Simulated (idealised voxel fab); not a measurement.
The following is a process module called voxel gate over fins.
In the cross-section labelled cut, the width is 275 nm and each square cell is 5 nm.
Reading order for cross-sections: top band down to bottom band. Underlying form: a grid of square cells. Band size: one or more rows of cells.
Quick guide to a band line: top height, bottom height (nm) up front; then every material left to right with its width in nm. Only one material and it's marked "edge to edge"? Then it fills the band edge to edge. And "empty" just means empty space.
Height 0 is the level under which the wafer as received is all one material. The lowest band goes on downwards, as in "0 nm and below".
Quick explanation for "30..40": the width changes in equal steps down the rows of cells, from the first number in the band's top row to the second number in its bottom row.
The cross-section has no changed cell in any step marked "all unchanged".
The entry "Voids lacking openings" lists the empty spaces that cover at least 8 cells and have no open path to the top. Each is written as width x height at distance, where the distance is measured from the left edge and all three values are in nm.
On each step's line, the part that comes after the settings is the simulator's own comment on the step.
For masked steps, "overlay nm" on the step line gives how far right of plan the mask actually lay; a minus sign means it lay to the left.
So here's the lineup of process steps we planned:
1) RECEIVE: material Si
2) CONFORMAL_DEP: material SiN, thk nm 10
3) PATTERN: tone cover, mask id FINS, material resist, width nm 15, pitch nm 60, thk nm 15, overlay nm -15
4) DIRECTIONAL_ETCH: etch materials SiN, depth nm 10
5) DIRECTIONAL_ETCH: etch materials Si, depth nm 30
6) STRIP: etch materials resist
7) OXIDIZE: depth nm 5
8) FILL_DEP: material SiO2, thk nm 5
9) CMP: height nm 10
10) MASKED_ETCH: tone open, mask id RAIL, width nm 15, etch materials SiO2, depth nm 35, overlay nm 0
11) CONFORMAL_DEP: material TiN, thk nm 5
12) FILL_DEP: material W, thk nm 5
13) CMP: height nm 10
14) SELECTIVE_ETCH: etch materials W Ru TiN, depth nm 30
15) FILL_DEP: material SiO2, thk nm 5
16) CMP: height nm 10
17) SELECTIVE_ETCH: etch materials SiO2, depth nm 25
18) STRIP: etch materials SiN
19) CONFORMAL_DEP: material HfO2, thk nm 5
20) CONFORMAL_DEP: material TiN, thk nm 5
21) CONFORMAL_DEP: material TiAl, thk nm 5
22) CONFORMAL_DEP: material TiN, thk nm 5
23) FILL_DEP: material W, thk nm 15
24) CMP: height nm 30
25) CONFORMAL_DEP: material SiCN, thk nm 5
Quick note for whoever runs this: the wafers start identical, but the overlay nm at step 3 isn't the same across them. The plan just shows what the first wafer had.
First of several wafers (as received, post step 1), cross-sectional view:
* 0 nm and below  Si edge to edge
* Voids lacking openings: none
End of module, by wafer: material-by-material cell gain (+) or loss (-) since receipt, then closed voids:
overlay nm -15, +73 HfO2, -364 Si, +55 SiCN, +205 SiO2, +73 TiAl, +149 TiN, +194 W, Voids lacking openings: none
overlay nm -10, +73 HfO2, -364 Si, +55 SiCN, +205 SiO2, +73 TiAl, +149 TiN, +194 W, Voids lacking openings: none
overlay nm -5, +73 HfO2, -364 Si, +55 SiCN, +205 SiO2, +73 TiAl, +149 TiN, +194 W, Voids lacking openings: none
overlay nm 0, +73 HfO2, -364 Si, +55 SiCN, +205 SiO2, +73 TiAl, +149 TiN, +194 W, Voids lacking openings: none
overlay nm 5, +73 HfO2, -364 Si, +55 SiCN, +205 SiO2, +73 TiAl, +149 TiN, +194 W, Voids lacking openings: none
overlay nm 10, +73 HfO2, -364 Si, +55 SiCN, +205 SiO2, +73 TiAl, +149 TiN, +194 W, Voids lacking openings: none
overlay nm 15, +73 HfO2, -364 Si, +55 SiCN, +205 SiO2, +73 TiAl, +149 TiN, +194 W, Voids lacking openings: none
